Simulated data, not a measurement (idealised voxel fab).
Process module under the name voxel gate over fins
Pictured: cross-section cut, 250 nm wide, on a grid of 5 nm square cells.
A cross-section is written here as square cells arranged in a grid, and it is given in bands from the top down, each band taking up one or more rows of cells. Band entry format. Leading values: height of top, height of bottom, nm. Remainder: materials in left-to-right order, each with its width in nm. Special words: "everywhere" on a single material, which then fills the band edge to edge; "blank", empty space. Note: height 0 marks the level under which the wafer is uniformly one material as received. Lowest band unbounded below, written "z 0 and below". When a width is written as two numbers, as in "30..40", the first number is the width in the top row of cells of the band and the second is the width in its bottom row, and the width changes by the same amount from each row to the next. What does "no change" mean for a step? It means no cell of the cross-section changed in that step. "Voids, sealed" lists enclosed empty spaces (at least 8 cells, no open path upward to the top), each as width x height at distance from the left edge, in nm. On a step's line, text after the settings is the simulator commenting on that step. A step line may carry the setting "overlay nm", which, for steps involving a mask, states the distance by which the mask lay to the right of its intended position; negative values denote displacement to the left.
The following list gives the planned process steps:
1 op RECEIVE | material Si
2 op CONFORMAL_DEP | material SiN | thk nm 10
3 op DIRECTIONAL_DEP | material aC | thk nm 15
4 op PATTERN | tone cover | mask id FINS | material resist | width nm 15 | pitch nm 55 | thk nm 35 | overlay nm 0
5 op DIRECTIONAL_ETCH | etch materials aC | depth nm 15
6 op STRIP | etch materials resist
7 op DIRECTIONAL_ETCH | etch materials SiN | depth nm 10
8 op DIRECTIONAL_ETCH | etch materials Si | depth nm 30
9 op STRIP | etch materials aC
10 op OXIDIZE | depth nm 5
11 op FILL_DEP | material SiO2 | thk nm 10
12 op CMP | height nm 10
13 op DIRECTIONAL_DEP | material aC | thk nm 15
14 op PATTERN | tone open | mask id RAIL | material resist | width nm 15 | thk nm 30 | overlay nm 0
15 op DIRECTIONAL_ETCH | etch materials aC | depth nm 15
16 op STRIP | etch materials resist
17 op DIRECTIONAL_ETCH | etch materials SiO2 | depth nm 35
18 op STRIP | etch materials aC
19 op CONFORMAL_DEP | material TiN | thk nm 5
20 op FILL_DEP | material Ru | thk nm 5
21 op CMP | height nm 10
22 op SELECTIVE_ETCH | etch materials W Ru TiN | depth nm 30
23 op FILL_DEP | material SiO2 | thk nm 5
24 op CMP | height nm 10
25 op SELECTIVE_ETCH | etch materials SiO2 | depth nm 20
26 op STRIP | etch materials SiN
27 op CONFORMAL_DEP | material HfO2 | thk nm 5
28 op CONFORMAL_DEP | material TiN | thk nm 5
29 op FILL_DEP | material W | thk nm 15
30 op CMP | height nm 20
31 op CONFORMAL_DEP | material SiN | thk nm 10
as received, after step 1:
  z 0 and below | Si everywhere
  Voids, sealed: none
Cross-section at module end, one run error; start and plan unchanged from above:
  z 30 to 20 | SiN everywhere
  z 20 to 10 | W everywhere
  z 10 to 5 | W 85  TiN 25  W 30  TiN 25  W 85
  z 5 to 0 | W 85  TiN 5  HfO2 15  TiN 5  W 30  TiN 5  HfO2 15  TiN 5  W 85
  z 0 to -5 | TiN 90  HfO2 5  Si 5  HfO2 5  TiN 40  HfO2 5  Si 5  HfO2 5  TiN 90
  z -5 to -10 | HfO2 95  Si 5  HfO2 50  Si 5  HfO2 95
  z -10 to -20 | SiO2 95  Si 5  SiO2 50  Si 5  SiO2 95
  z -20 to -25 | SiO2 95  Si 5  SiO2 20  TiN 15  SiO2 15  Si 5  SiO2 95
  z -25 to -35 | SiO2 95  Si 5  SiO2 50  Si 5  SiO2 95
  z -35 and below | Si everywhere
  Voids, sealed: none
So what did we get wrong on this run? step 14 ran differently from the plan; actual operation with settings: op PATTERN | tone open | mask id RAIL | material resist | width nm 15 | thk nm 30 | overlay nm 5
